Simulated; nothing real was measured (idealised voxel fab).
Presented below is a process module, voxel self aligned contacts.
Cross-section cut: width 215 nm, square cells of 5 nm.
If you're reading a cross-section in this doc, picture square cells in a grid; it comes to you as bands, top ones listed first down to the bottom, and a band can be one or more rows of cells. Band entry format. Leading values: height of top, height of bottom, nm. Remainder: materials in left-to-right order, each with its width in nm. Special words: "everywhere" on a single material, which then fills the band edge to edge; "empty", empty space. For the purposes of this specification, 0 denotes the height below which the wafer in its as-received condition is composed wholly of one material, and the lowermost band, lacking a lower limit, extends downward without end, as expressed in "top 0, no bottom". Per-row width for "30..40": begins at first number (top row of band), ends at second number (bottom row), increment between rows held constant. For the purposes of this document, the phrase "nothing was modified" attached to a step denotes that no cell within the cross-section was modified by that step. Each empty space that has no open way to the top and spans at least 8 cells appears under "Closed-off voids" as width x height at distance, the distance counted from the left edge, all in nm. Post-settings text on a step line: simulator's own remark regarding the step. "overlay nm" denotes, for a step that has a mask, the displacement of the mask to the right of its planned place, with negative values corresponding to the left.

### The following list gives the planned process steps
1. RECEIVE with material Si
2. CONFORMAL_DEP with material SiO2, thk nm 5
3. DIRECTIONAL_DEP with material polySi, thk nm 30
4. DIRECTIONAL_DEP with material SiN, thk nm 15
5. DIRECTIONAL_DEP with material aC, thk nm 15
6. PATTERN with tone cover, mask id GATE, material resist, width nm 35, pitch nm 60, thk nm 30, overlay nm -15
7. DIRECTIONAL_ETCH with etch materials aC, depth nm 15
8. STRIP with etch materials resist
9. DIRECTIONAL_ETCH with etch materials SiN, depth nm 15
10. DIRECTIONAL_ETCH with etch materials polySi, depth nm 30
11. STRIP with etch materials aC
12. CONFORMAL_DEP with material SiN, thk nm 5
13. DIRECTIONAL_ETCH with etch materials SiN, depth nm 5
14. FILL_DEP with material SiO2, thk nm 20
15. CMP with height nm 60
16. PATTERN with tone open, mask id CONTACT, material resist, width nm 45, thk nm 20, overlay nm 0
17. DIRECTIONAL_ETCH with etch materials SiO2, depth nm 60
18. STRIP with etch materials resist
19. CONFORMAL_DEP with material TiN, thk nm 5
20. FILL_DEP with material W, thk nm 5
21. CMP with height nm 60
22. CONFORMAL_DEP with material SiN, thk nm 5
It is noted that the wafers described herein are identical at the outset and are distinguished by the overlay nm of step 6; the value stated in the plan corresponds to the first wafer.

### Cross-section: the first of several wafers in its as-received state, i.e. following step 1
> top 0, no bottom | Si everywhere
> Closed-off voids: none

### Module finished, last step 22 done: cross-section of the first of several wafers
> top 65, bottom 60 | SiN everywhere
> top 60, bottom 50 | SiO2: 85, TiN: 5, W: 35..5, TiN: 5..35, SiO2: 85
> top 50, bottom 35 | SiO2: 40, SiN: 45, TiN: 5, W: 5, TiN: 5, SiN: 45, SiO2: 70
> top 35, bottom 5 | SiO2: 40, SiN: 5, polySi: 35, SiN: 5, TiN: 5, W: 5, TiN: 5, SiN: 5, polySi: 35, SiN: 5, SiO2: 70
> top 5, bottom 0 | SiO2: 85, TiN: 15, SiO2: 115
> top 0, no bottom | Si everywhere
> Closed-off voids: none

### End of module, last wafer sectioned
> top 65, bottom 60 | SiN everywhere
> top 60, bottom 50 | SiO2: 85, TiN: 5..35, W: 35..5, TiN: 5, SiO2: 85
> top 50, bottom 35 | SiO2: 70, SiN: 45, TiN: 5, W: 5, TiN: 5, SiN: 45, SiO2: 40
> top 35, bottom 5 | SiO2: 70, SiN: 5, polySi: 35, SiN: 5, TiN: 5, W: 5, TiN: 5, SiN: 5, polySi: 35, SiN: 5, SiO2: 40
> top 5, bottom 0 | SiO2: 115, TiN: 15, SiO2: 85
> top 0, no bottom | Si everywhere
> Closed-off voids: none

### Take any row and you have a wafer at the end of the module: how many cells of each material it has gained (+) or lost (-) since it was received, and then its closed voids
overlay nm -15; +121 SiN; +306 SiO2; +31 TiN; +17 W; +84 polySi; Closed-off voids: none
overlay nm -10; +121 SiN; +306 SiO2; +31 TiN; +17 W; +84 polySi; Closed-off voids: none
overlay nm -5; +121 SiN; +306 SiO2; +31 TiN; +17 W; +84 polySi; Closed-off voids: none
overlay nm 0; +121 SiN; +306 SiO2; +31 TiN; +17 W; +84 polySi; Closed-off voids: none
overlay nm 5; +121 SiN; +306 SiO2; +31 TiN; +17 W; +84 polySi; Closed-off voids: none
overlay nm 10; +121 SiN; +306 SiO2; +31 TiN; +17 W; +84 polySi; Closed-off voids: none
overlay nm 15; +121 SiN; +306 SiO2; +31 TiN; +17 W; +84 polySi; Closed-off voids: none
